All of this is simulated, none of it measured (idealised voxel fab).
Module name: voxel wiring stack (process module)
160 nm wide, 5 nm square cells: that's cross-section cut.
Format of a cross-section: grid, square cells. Given as bands. Order: top down. Band: one or more rows of cells.
Within each band entry, the heights of the top and of the bottom of the band appear first, in that order and in nm; the materials of the band then follow from left to right, each with its corresponding width in nm. The designation "edge to edge" on a single material indicates that it fills the band from edge to edge; the designation "empty" indicates empty space.
Where do heights start? At 0: under that level the wafer as delivered is made of one material only. And the lowest band has no floor; it just carries on downward, as in "z 0 and below".
The width entry "30..40" should be interpreted row by row: the top row of cells in the band takes the first number, the bottom row takes the second number, and the change between adjacent rows is uniform throughout.
Reading "no alteration" for a step: not a cell of the cross-section changed in it.
The entry "Sealed void list" lists the empty spaces that cover at least 8 cells and have no open path to the top. Each is written as width x height at distance, where the distance is measured from the left edge and all three values are in nm.
Whatever follows a step's settings on its line is a remark the simulator itself makes about that step.
The "overlay nm" setting may appear on a step's line; for a step that uses a mask, it gives how far to the right of its planned position the mask lay, and a negative value indicates the left.

Intended process steps
1) RECEIVE, material Si
2) CONFORMAL_DEP, material SiO2, thk nm 15
3) DIRECTIONAL_DEP, material TiN, thk nm 5
4) DIRECTIONAL_DEP, material W, thk nm 20
5) MASKED_ETCH, tone cover, mask id METAL_1, width nm 20, pitch nm 50, etch materials W, depth nm 20, overlay nm 0
6) MASKED_ETCH, tone cover, mask id METAL_1, width nm 20, pitch nm 50, etch materials TiN, depth nm 5, overlay nm 0
7) FILL_DEP, material SiO2, thk nm 10
8) CMP, height nm 40
9) CONFORMAL_DEP, material SiCN, thk nm 5
10) DIRECTIONAL_DEP, material SiO2, thk nm 20
11) DIRECTIONAL_DEP, material aC, thk nm 15
12) PATTERN, tone open, mask id PLUG_1, material resist, width nm 15, pitch nm 50, thk nm 35, overlay nm 0
13) DIRECTIONAL_ETCH, etch materials aC, depth nm 15
14) STRIP, etch materials resist
15) DIRECTIONAL_ETCH, etch materials SiO2, depth nm 20
16) DIRECTIONAL_ETCH, etch materials SiCN, depth nm 5
17) STRIP, etch materials aC
18) EPI, material Ru, thk nm 10
19) EPI, material Ru, thk nm 10
20) EPI, material Ru, thk nm 5
21) DIRECTIONAL_DEP, material TiN, thk nm 5
22) DIRECTIONAL_DEP, material Ru, thk nm 25
23) PATTERN, tone cover, mask id METAL_2, material resist, width nm 20, pitch nm 50, thk nm 15, overlay nm 0
24) DIRECTIONAL_ETCH, etch materials Ru, depth nm 25
25) DIRECTIONAL_ETCH, etch materials TiN, depth nm 5
26) STRIP, etch materials resist
27) FILL_DEP, material SiO2, thk nm 10
28) CMP, height nm 95
29) CONFORMAL_DEP, material SiCN, thk nm 5

Cross-section of the wafer upon arrival, representing the state reached after step 1
> z 0 and below | Si edge to edge
> Sealed void list: none

Result of the module, cross-sectioned: start per above, plan per above, one error in how it was run
> z 100 to 95 | SiCN edge to edge
> z 95 to 70 | 15 nm SiO2 | 30 nm Ru | 20 nm SiO2 | 30 nm Ru | 20 nm SiO2 | 30 nm Ru | 15 nm SiO2
> z 70 to 65 | 15 nm SiO2 | 30 nm TiN | 20 nm SiO2 | 30 nm TiN | 20 nm SiO2 | 30 nm TiN | 15 nm SiO2
> z 65 to 45 | 20 nm SiO2 | 15 nm Ru | 35 nm SiO2 | 15 nm Ru | 35 nm SiO2 | 15 nm Ru | 25 nm SiO2
> z 45 to 40 | 20 nm SiCN | 15 nm Ru | 35 nm SiCN | 15 nm Ru | 35 nm SiCN | 15 nm Ru | 25 nm SiCN
> z 40 to 20 | 20 nm SiO2 | 20 nm W | 30 nm SiO2 | 20 nm W | 30 nm SiO2 | 20 nm W | 20 nm SiO2
> z 20 to 15 | 20 nm SiO2 | 20 nm TiN | 30 nm SiO2 | 20 nm TiN | 30 nm SiO2 | 20 nm TiN | 20 nm SiO2
> z 15 to 0 | SiO2 edge to edge
> z 0 and below | Si edge to edge
> Sealed void list: none
Against the plan, the run slipped here: step 23 went in with a setting other than planned; the actual run was PATTERN, tone cover, mask id METAL_2, material resist, width nm 30, pitch nm 50, thk nm 15, overlay nm 0
